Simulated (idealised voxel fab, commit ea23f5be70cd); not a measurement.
Proc. module: voxel wiring stack
The figure presents cross-section cut, which has a width of 200 nm and is divided into square cells with an edge length of 5 nm.
Cross-section format: a grid of square cells, given as bands from top to bottom; each band is one or more rows of cells.
Look at the band entry: it leads with the top's height and the bottom's height in nm. Then it lists the materials left to right, with a width in nm for each. The word "full width" on a single material says that material fills the band edge to edge. The word "air" is empty space.
Heads up on the height convention: 0 is the point under which the incoming wafer is all one material, and the lowest band has no bottom, it just keeps going down, like "from 0 down".
Read "30 to 40" as a graded width: first number on top, second number at the bottom, same change between each pair of neighbouring rows.
The cross-section has no changed cell in any step marked "stayed the same".
What "Cavities, sealed" gives you is every empty space of 8 cells or more that is cut off from the top. Each appears as width x height at distance, with the distance taken from the left edge and width, height and distance all in nm.
Formally, on a step line, whatever follows the settings is a remark that the simulator itself makes on the step.
Each step line may optionally specify "overlay nm", which for a step with a mask gives the rightward distance between the mask's planned place and where it lay, a negative value indicating the leftward direction.
### List of planned process steps
| 1 | RECEIVE: material Si |
| 2 | CONFORMAL_DEP: material SiO2, thk nm 10 |
| 3 | DIRECTIONAL_DEP: material TiN, thk nm 5 |
| 4 | DIRECTIONAL_DEP: material Ru, thk nm 25 |
| 5 | PATTERN: tone cover, mask id METAL_1, material resist, width nm 30, pitch nm 45, thk nm 20, overlay nm 0 |
| 6 | DIRECTIONAL_ETCH: etch materials Ru, depth nm 25 |
| 7 | DIRECTIONAL_ETCH: etch materials TiN, depth nm 5 |
| 8 | STRIP: etch materials resist |
| 9 | FILL_DEP: material SiO2, thk nm 10 |
| 10 | CMP: height nm 40 |
| 11 | CONFORMAL_DEP: material SiCN, thk nm 5 |
| 12 | DIRECTIONAL_DEP: material lowk, thk nm 10 |
| 13 | PATTERN: tone open, mask id PLUG_1, material resist, width nm 15, pitch nm 45, thk nm 15, overlay nm 0 |
| 14 | DIRECTIONAL_ETCH: etch materials lowk, depth nm 10 |
| 15 | DIRECTIONAL_ETCH: etch materials SiCN, depth nm 5 |
| 16 | STRIP: etch materials resist |
| 17 | CONFORMAL_DEP: material TiN, thk nm 5 |
| 18 | FILL_DEP: material Cu, thk nm 5 |
| 19 | CMP: height nm 55 |
| 20 | CONFORMAL_DEP: material SiCN, thk nm 5 |
| 21 | DIRECTIONAL_DEP: material lowk, thk nm 25 |
| 22 | PATTERN: tone open, mask id METAL_2, material resist, width nm 30, pitch nm 45, thk nm 15, overlay nm 0 |
| 23 | DIRECTIONAL_ETCH: etch materials lowk, depth nm 25 |
| 24 | DIRECTIONAL_ETCH: etch materials SiCN, depth nm 5 |
| 25 | STRIP: etch materials resist |
| 26 | CONFORMAL_DEP: material TiN, thk nm 5 |
| 27 | FILL_DEP: material Ru, thk nm 10 |
| 28 | CMP: height nm 85 |
| 29 | EPI: material Ru, thk nm 5 |
| 30 | FILL_DEP: material SiCN, thk nm 5 |
### Step 1 complete: cross-section of the wafer as received
from 0 down = Si full width
Cavities, sealed: none
### Figure: cross-sectional view of the wafer upon completion of the module, processed from the initial state and according to the plan depicted above, with one error introduced during execution
from 95 to 90 = SiCN full width
from 90 to 85 = 35 of SiCN, 40 of Ru, 5 of SiCN, 40 of Ru, 5 of SiCN, 40 of Ru, 35 of SiCN
from 85 to 60 = 40 of lowk, 5 of TiN, 20 of Ru, 5 of TiN, 15 of lowk, 5 of TiN, 20 of Ru, 5 of TiN, 15 of lowk, 5 of TiN, 20 of Ru, 5 of TiN, 40 of lowk
from 60 to 55 = 40 of SiCN, 30 of TiN, 15 of SiCN, 30 of TiN, 15 of SiCN, 30 of TiN, 40 of SiCN
from 55 to 45 = 50 of lowk, 5 of TiN, 5 of Cu, 5 of TiN, 30 of lowk, 5 of TiN, 5 of Cu, 5 of TiN, 30 of lowk, 5 of TiN, 5 of Cu, 5 of TiN, 45 of lowk
from 45 to 40 = 50 of SiCN, 15 of TiN, 30 of SiCN, 15 of TiN, 30 of SiCN, 15 of TiN, 45 of SiCN
from 40 to 15 = 40 of SiO2, 30 of Ru, 15 of SiO2, 30 of Ru, 15 of SiO2, 30 of Ru, 40 of SiO2
from 15 to 10 = 40 of SiO2, 30 of TiN, 15 of SiO2, 30 of TiN, 15 of SiO2, 30 of TiN, 40 of SiO2
from 10 to 0 = SiO2 full width
from 0 down = Si full width
Cavities, sealed: none
Finding, execution versus plan: the process deviated at step 13: the operation and settings actually run there were PATTERN: tone open, mask id PLUG_1, material resist, width nm 15, pitch nm 45, thk nm 15, overlay nm 10
